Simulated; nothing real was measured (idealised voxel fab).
process module | voxel released beams
cross-section cut | 235 nm wide | cells 5 nm
A cross-section is a grid of square cells, given in bands from the top down. A band is one or more rows of cells.
Each band's line starts with the height of the band's top and of its bottom, in nm. Then come its materials from left to right, each with its width in nm. One material with "throughout" fills the band from edge to edge. "air" is empty space.
Height 0 is the level under which the wafer as received is all one material. The lowest band goes on downwards, as in "0 down".
A width such as "30 to 40" changes by the same amount from each row of cells to the next, from the band's top row to its bottom row.
"no change" after a step means that no cell of the cross-section changed.
closed voids: empty space of 8 cells or more with no open way to the top, each as width x height at its distance from the left edge, in nm
after a step's settings: what the simulator itself notes on the step
overlay nm, on a step with a mask: how far to the right of its planned place the mask lay; to the left if negative
plan
1 op RECEIVE | material Si
2 op CONFORMAL_DEP | material Al2O3 | thk nm 5
3 op DIRECTIONAL_DEP | material SiO2 | thk nm 20
4 op MASKED_ETCH | tone open | mask id ANCHOR | width nm 25 | etch materials SiO2 | depth nm 20 | overlay nm 0
5 op CONFORMAL_DEP | material W | thk nm 10
6 op DIRECTIONAL_DEP | material aC | thk nm 10
7 op PATTERN | tone cover | mask id BEAM | material resist | width nm 80 | thk nm 25 | overlay nm 0
8 op DIRECTIONAL_ETCH | etch materials aC | depth nm 10
9 op STRIP | etch materials resist
10 op DIRECTIONAL_ETCH | etch materials W | depth nm 10
11 op STRIP | etch materials aC
12 op STRIP | etch materials SiO2
as received, after step 1
  0 down: Si throughout
  closed voids: none
first wafer at the end, as planned
  35 to 25: air 75 | W 15 | air 5 | W 60 | air 80
  25 to 15: air 80 | W 10 | air 5 | W 10 | air 130
  15 to 5: air 80 | W 25 | air 130
  5 to 0: Al2O3 throughout
  0 down: Si throughout
  closed voids: none
second wafer at the end: like start, like plan, one mistake
  35 to 25: air 75 | W 40 | air 120
  25 to 15: air 70 | W 10 | SiO2 25 | W 10 | air 120
  15 to 5: air 70 | W 10 | SiO2 25 | W 50 | air 80
  5 to 0: Al2O3 throughout
  0 down: Si throughout
  closed voids: none
what went wrong: step 4 ran as: op MASKED_ETCH | tone cover | mask id ANCHOR | width nm 25 | etch materials SiO2 | depth nm 20 | overlay nm 0
at the end the second wafer has, in cells: 20 more of SiO2
